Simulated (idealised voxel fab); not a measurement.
process module | voxel self aligned vias
cross-section cut | 300 nm wide | cells 5 nm
A cross-section is a grid of square cells, given in bands from the top down. A band is one or more rows of cells.
Each band's line starts with the height of the band's top and of its bottom, in nm. Then come its materials from left to right, each with its width in nm. One material with "throughout" fills the band from edge to edge. "air" is empty space.
Height 0 is the level under which the wafer as received is all one material. The lowest band goes on downwards, as in "0 down".
A width such as "30 to 40" changes by the same amount from each row of cells to the next, from the band's top row to its bottom row.
"no change" after a step means that no cell of the cross-section changed.
closed voids: empty space of 8 cells or more with no open way to the top, each as width x height at its distance from the left edge, in nm
after a step's settings: what the simulator itself notes on the step
overlay nm, on a step with a mask: how far to the right of its planned place the mask lay; to the left if negative
plan
1 op RECEIVE | material Si
2 op CONFORMAL_DEP | material SiO2 | thk nm 15
3 op CONFORMAL_DEP | material SiCN | thk nm 5
4 op DIRECTIONAL_DEP | material SiO2 | thk nm 30
5 op MASKED_ETCH | tone open | mask id LINES | width nm 30 | pitch nm 55 | etch materials SiO2 | depth nm 30 | overlay nm 0
6 op CONFORMAL_DEP | material TiN | thk nm 5
7 op FILL_DEP | material Ru | thk nm 10
8 op CMP | height nm 50
9 op SELECTIVE_ETCH | etch materials W Ru TiN | depth nm 10
10 op FILL_DEP | material SiN | thk nm 5
11 op CMP | height nm 50
12 op DIRECTIONAL_DEP | material SiO2 | thk nm 15
13 op PATTERN | tone open | mask id VIAS | material resist | width nm 40 | pitch nm 110 | thk nm 20 | overlay nm 0
14 op DIRECTIONAL_ETCH | etch materials SiO2 | depth nm 15
15 op DIRECTIONAL_ETCH | etch materials SiN | depth nm 10
16 op STRIP | etch materials resist
17 op CONFORMAL_DEP | material TiN | thk nm 5
18 op FILL_DEP | material Cu | thk nm 5
19 op CMP | height nm 65
20 op CONFORMAL_DEP | material SiN | thk nm 5
first wafer, as planned
as received, after step 1
  0 down: Si throughout
  closed voids: none
after step 2
  15 to 0: SiO2 throughout
  below 0: unchanged
after step 3
  20 to 15: SiCN throughout
  below 15: unchanged
after step 4
  50 to 20: SiO2 throughout
  below 20: unchanged
after step 5
  50 to 20: SiO2 80 | air 30 | SiO2 25 | air 30 | SiO2 25 | air 30 | SiO2 80
  below 20: unchanged
after step 6
  55 to 50: TiN 85 | air 20 | TiN 35 | air 20 | TiN 35 | air 20 | TiN 85
  50 to 25: SiO2 80 | TiN 5 | air 20 | TiN 5 | SiO2 25 | TiN 5 | air 20 | TiN 5 | SiO2 25 | TiN 5 | air 20 | TiN 5 | SiO2 80
  25 to 20: SiO2 80 | TiN 30 | SiO2 25 | TiN 30 | SiO2 25 | TiN 30 | SiO2 80
  below 20: unchanged
after step 7
  65 to 55: Ru throughout
  55 to 50: TiN 85 | Ru 20 | TiN 35 | Ru 20 | TiN 35 | Ru 20 | TiN 85
  50 to 25: SiO2 80 | TiN 5 | Ru 20 | TiN 5 | SiO2 25 | TiN 5 | Ru 20 | TiN 5 | SiO2 25 | TiN 5 | Ru 20 | TiN 5 | SiO2 80
  below 25: unchanged
after step 8
  50 to 25: SiO2 80 | TiN 5 | Ru 20 | TiN 5 | SiO2 25 | TiN 5 | Ru 20 | TiN 5 | SiO2 25 | TiN 5 | Ru 20 | TiN 5 | SiO2 80
  below 25: unchanged
after step 9
  50 to 40: SiO2 80 | air 30 | SiO2 25 | air 30 | SiO2 25 | air 30 | SiO2 80
  below 40: unchanged
after step 10
  55 to 50: SiN throughout
  50 to 40: SiO2 80 | SiN 30 | SiO2 25 | SiN 30 | SiO2 25 | SiN 30 | SiO2 80
  below 40: unchanged
after step 11
  50 to 40: SiO2 80 | SiN 30 | SiO2 25 | SiN 30 | SiO2 25 | SiN 30 | SiO2 80
  below 40: unchanged
after step 12
  65 to 50: SiO2 throughout
  below 50: unchanged
after step 13
  85 to 65: resist 75 | air 40 | resist 70 | air 40 | resist 75
  below 65: unchanged
after step 14
  85 to 65: resist 75 | air 40 | resist 70 | air 40 | resist 75
  65 to 50: SiO2 75 | air 40 | SiO2 70 | air 40 | SiO2 75
  below 50: unchanged
after step 15
  85 to 65: resist 75 | air 40 | resist 70 | air 40 | resist 75
  65 to 50: SiO2 75 | air 40 | SiO2 70 | air 40 | SiO2 75
  50 to 40: SiO2 80 | air 30 | SiO2 25 | SiN 30 | SiO2 25 | air 30 | SiO2 80
  below 40: unchanged
after step 16
  65 to 50: SiO2 75 | air 40 | SiO2 70 | air 40 | SiO2 75
  below 50: unchanged
after step 17
  70 to 65: TiN 80 | air 30 | TiN 80 | air 30 | TiN 80
  65 to 55: SiO2 75 | TiN 5 | air 30 | TiN 5 | SiO2 70 | TiN 5 | air 30 | TiN 5 | SiO2 75
  55 to 50: SiO2 75 | TiN 10 | air 20 | TiN 10 | SiO2 70 | TiN 10 | air 20 | TiN 10 | SiO2 75
  50 to 45: SiO2 80 | TiN 5 | air 20 | TiN 5 | SiO2 25 | SiN 30 | SiO2 25 | TiN 5 | air 20 | TiN 5 | SiO2 80
  45 to 40: SiO2 80 | TiN 30 | SiO2 25 | SiN 30 | SiO2 25 | TiN 30 | SiO2 80
  below 40: unchanged
after step 18
  75 to 70: Cu throughout
  70 to 65: TiN 80 | Cu 30 | TiN 80 | Cu 30 | TiN 80
  65 to 55: SiO2 75 | TiN 5 | Cu 30 | TiN 5 | SiO2 70 | TiN 5 | Cu 30 | TiN 5 | SiO2 75
  55 to 50: SiO2 75 | TiN 10 | Cu 20 | TiN 10 | SiO2 70 | TiN 10 | Cu 20 | TiN 10 | SiO2 75
  50 to 45: SiO2 80 | TiN 5 | Cu 20 | TiN 5 | SiO2 25 | SiN 30 | SiO2 25 | TiN 5 | Cu 20 | TiN 5 | SiO2 80
  below 45: unchanged
after step 19
  65 to 55: SiO2 75 | TiN 5 | Cu 30 | TiN 5 | SiO2 70 | TiN 5 | Cu 30 | TiN 5 | SiO2 75
  below 55: unchanged
after step 20
  70 to 65: SiN throughout
  below 65: unchanged
second wafer: like start, like plan, one mistake. Through step 7 it matches the first wafer
when step 8 should have ended
  45 to 25: SiO2 80 | TiN 5 | Ru 20 | TiN 5 | SiO2 25 | TiN 5 | Ru 20 | TiN 5 | SiO2 25 | TiN 5 | Ru 20 | TiN 5 | SiO2 80
  below 25: unchanged
when step 9 should have ended
  45 to 35: SiO2 80 | air 30 | SiO2 25 | air 30 | SiO2 25 | air 30 | SiO2 80
  below 35: unchanged
when step 10 should have ended
  50 to 45: SiN throughout
  45 to 35: SiO2 80 | SiN 30 | SiO2 25 | SiN 30 | SiO2 25 | SiN 30 | SiO2 80
  below 35: unchanged
when step 11 should have ended: no change
when step 12 should have ended
  65 to 50: SiO2 throughout
  below 50: unchanged
when step 13 should have ended
  85 to 65: resist 75 | air 40 | resist 70 | air 40 | resist 75
  below 65: unchanged
when step 14 should have ended
  85 to 65: resist 75 | air 40 | resist 70 | air 40 | resist 75
  65 to 50: SiO2 75 | air 40 | SiO2 70 | air 40 | SiO2 75
  below 50: unchanged
when step 15 should have ended
  85 to 65: resist 75 | air 40 | resist 70 | air 40 | resist 75
  65 to 50: SiO2 75 | air 40 | SiO2 70 | air 40 | SiO2 75
  50 to 45: SiN 75 | air 40 | SiN 70 | air 40 | SiN 75
  45 to 40: SiO2 80 | air 30 | SiO2 25 | SiN 30 | SiO2 25 | air 30 | SiO2 80
  below 40: unchanged
when step 16 should have ended
  65 to 50: SiO2 75 | air 40 | SiO2 70 | air 40 | SiO2 75
  below 50: unchanged
when step 17 should have ended
  70 to 65: TiN 80 | air 30 | TiN 80 | air 30 | TiN 80
  65 to 50: SiO2 75 | TiN 5 | air 30 | TiN 5 | SiO2 70 | TiN 5 | air 30 | TiN 5 | SiO2 75
  50 to 45: SiN 75 | TiN 10 | air 20 | TiN 10 | SiN 70 | TiN 10 | air 20 | TiN 10 | SiN 75
  45 to 40: SiO2 80 | TiN 30 | SiO2 25 | SiN 30 | SiO2 25 | TiN 30 | SiO2 80
  below 40: unchanged
when step 18 should have ended
  75 to 70: Cu throughout
  70 to 65: TiN 80 | Cu 30 | TiN 80 | Cu 30 | TiN 80
  65 to 50: SiO2 75 | TiN 5 | Cu 30 | TiN 5 | SiO2 70 | TiN 5 | Cu 30 | TiN 5 | SiO2 75
  50 to 45: SiN 75 | TiN 10 | Cu 20 | TiN 10 | SiN 70 | TiN 10 | Cu 20 | TiN 10 | SiN 75
  below 45: unchanged
when step 19 should have ended
  65 to 50: SiO2 75 | TiN 5 | Cu 30 | TiN 5 | SiO2 70 | TiN 5 | Cu 30 | TiN 5 | SiO2 75
  below 50: unchanged
when step 20 should have ended
  70 to 65: SiN throughout
  below 65: unchanged
what went wrong: step 8 ran as: op CMP | height nm 45
at the end the second wafer has, in cells: 4 more of Cu | 12 fewer of Ru | 56 more of SiN | 42 fewer of SiO2 | 6 fewer of TiN
